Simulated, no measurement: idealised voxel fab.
process module | voxel gate over fins
cross-section cut | 245 nm wide | cells 5 nm
A cross-section is a grid of square cells, given in bands from the top down. A band is one or more rows of cells.
Each band's line starts with the height of the band's top and of its bottom, in nm. Then come its materials from left to right, each with its width in nm. One material with "throughout" fills the band from edge to edge. "air" is empty space.
Height 0 is the level under which the wafer as received is all one material. The lowest band goes on downwards, as in "0 down".
A width such as "30 to 40" changes by the same amount from each row of cells to the next, from the band's top row to its bottom row.
"no change" after a step means that no cell of the cross-section changed.
closed voids: empty space of 8 cells or more with no open way to the top, each as width x height at its distance from the left edge, in nm
after a step's settings: what the simulator itself notes on the step
overlay nm, on a step with a mask: how far to the right of its planned place the mask lay; to the left if negative
plan
1 op RECEIVE | material Si
2 op CONFORMAL_DEP | material SiN | thk nm 10
3 op DIRECTIONAL_DEP | material aC | thk nm 10
4 op PATTERN | tone cover | mask id FINS | material resist | width nm 15 | pitch nm 45 | thk nm 30 | overlay nm 0
5 op DIRECTIONAL_ETCH | etch materials aC | depth nm 10
6 op STRIP | etch materials resist
7 op DIRECTIONAL_ETCH | etch materials SiN | depth nm 10
8 op DIRECTIONAL_ETCH | etch materials Si | depth nm 30
9 op STRIP | etch materials aC
10 op FILL_DEP | material SiO2 | thk nm 10
11 op CMP | height nm 10
12 op SELECTIVE_ETCH | etch materials SiO2 | depth nm 20
13 op STRIP | etch materials SiN
14 op CONFORMAL_DEP | material HfO2 | thk nm 5
15 op CONFORMAL_DEP | material TiN | thk nm 5
16 op FILL_DEP | material W | thk nm 10
17 op CMP | height nm 15
18 op CONFORMAL_DEP | material SiCN | thk nm 5
as received, after step 1
  0 down: Si throughout
  closed voids: none
a wafer at the end: this start, this plan, one mistake
  20 to 15: SiCN throughout
  15 to 10: W throughout
  10 to 5: TiN throughout
  5 to 0: HfO2 95 | TiN 5 | HfO2 40 | TiN 5 | HfO2 100
  0 to -5: Si 90 | HfO2 5 | TiN 5 | HfO2 5 | Si 30 | HfO2 5 | TiN 5 | HfO2 5 | Si 95
  -5 to -10: Si 90 | HfO2 15 | Si 30 | HfO2 15 | Si 95
  -10 to -30: Si 90 | SiO2 15 | Si 30 | SiO2 15 | Si 95
  -30 down: Si throughout
  closed voids: none
what went wrong: step 4 ran as: op PATTERN | tone open | mask id FINS | material resist | width nm 15 | pitch nm 45 | thk nm 30 | overlay nm 0
